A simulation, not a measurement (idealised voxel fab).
Name of the process module below: voxel self aligned vias
We display cut, a cross-section 145 nm in width whose square cells are each 5 nm.
Reading order for cross-sections: top band down to bottom band. Underlying form: a grid of square cells. Band size: one or more rows of cells.
The entry gives the band's vertical extent as a top height and a bottom height in nm, then its horizontal make-up as materials from left to right, each with a width in nm. "blank" stands for empty space; a single material marked "edge to edge" fills the band edge to edge.
Measure heights from 0. That's the level where, below it, the as-received wafer is all one material. The lowest band is bottomless and extends downward; write it as in "0 -> down".
A width such as "30 to 40" changes by the same amount from each row of cells to the next, from the band's top row to its bottom row.
Any step labelled "stayed the same" changed none of the cells in the cross-section.
Closed-off voids of 8+ cells (no open route to the top) go in "Closed void listing", written width x height at distance from the left edge, in nm.
Post-settings text on a step line: simulator's own remark regarding the step.
overlay nm: mask right of planned place by this much (step with mask). Neg. = left.
The steps planned for the process are as follows
1. RECEIVE with material Si
2. CONFORMAL_DEP with material SiO2, thk nm 10
3. CONFORMAL_DEP with material SiCN, thk nm 5
4. DIRECTIONAL_DEP with material SiO2, thk nm 30
5. MASKED_ETCH with tone open, mask id LINES, width nm 30, pitch nm 55, etch materials SiO2, depth nm 30, overlay nm 0
6. CONFORMAL_DEP with material TiN, thk nm 5
7. FILL_DEP with material W, thk nm 5
8. CMP with height nm 45
9. SELECTIVE_ETCH with etch materials W Ru TiN, depth nm 5
10. FILL_DEP with material SiN, thk nm 5
11. CMP with height nm 45
12. DIRECTIONAL_DEP with material SiO2, thk nm 15
13. MASKED_ETCH with tone open, mask id VIAS, width nm 40, etch materials SiO2, depth nm 15, overlay nm 0
14. MASKED_ETCH with tone open, mask id VIAS, width nm 40, etch materials SiN, depth nm 5, overlay nm 0
15. CONFORMAL_DEP with material TiN, thk nm 5
16. FILL_DEP with material Ru, thk nm 5
17. CMP with height nm 60
18. CONFORMAL_DEP with material SiN, thk nm 5
Incoming wafer in cross-section (state: after step 1)
- 0 -> down  Si edge to edge
- Closed void listing: none
Run as planned - first of the two wafers cross-sectioned at the end of the module
- 65 -> 60  SiN edge to edge
- 60 -> 50  SiO2: 25, then TiN: 5, then Ru: 30, then TiN: 5, then SiO2: 80
- 50 -> 45  SiO2: 25, then TiN: 10, then Ru: 20, then TiN: 10, then SiO2: 80
- 45 -> 40  SiO2: 30, then TiN: 30, then SiO2: 25, then SiN: 30, then SiO2: 30
- 40 -> 20  SiO2: 30, then TiN: 5, then W: 20, then TiN: 5, then SiO2: 25, then TiN: 5, then W: 20, then TiN: 5, then SiO2: 30
- 20 -> 15  SiO2: 30, then TiN: 30, then SiO2: 25, then TiN: 30, then SiO2: 30
- 15 -> 10  SiCN edge to edge
- 10 -> 0  SiO2 edge to edge
- 0 -> down  Si edge to edge
- Closed void listing: none
What the second wafer looks like in cross-section once the module is done. Its start and its plan matched the first wafer's exactly; what differed was one mistake in how it was run
- 65 -> 60  SiN edge to edge
- 60 -> 50  Ru: 20, then TiN: 5, then SiO2: 40, then TiN: 5, then Ru: 75
- 50 -> 45  TiN: 25, then SiO2: 40, then TiN: 80
- 45 -> 40  SiO2: 30, then SiN: 30, then SiO2: 25, then SiN: 30, then SiO2: 30
- 40 -> 20  SiO2: 30, then TiN: 5, then W: 20, then TiN: 5, then SiO2: 25, then TiN: 5, then W: 20, then TiN: 5, then SiO2: 30
- 20 -> 15  SiO2: 30, then TiN: 30, then SiO2: 25, then TiN: 30, then SiO2: 30
- 15 -> 10  SiCN edge to edge
- 10 -> 0  SiO2 edge to edge
- 0 -> down  Si edge to edge
- Closed void listing: none
Deviation from plan: step 13 ran as: MASKED_ETCH with tone cover, mask id VIAS, width nm 40, etch materials SiO2, depth nm 15, overlay nm 0
Bottom line after processing is that, in cells, the second wafer is up or down on some materials versus the first: Ru +22; SiN +6; SiO2 -39; TiN +11
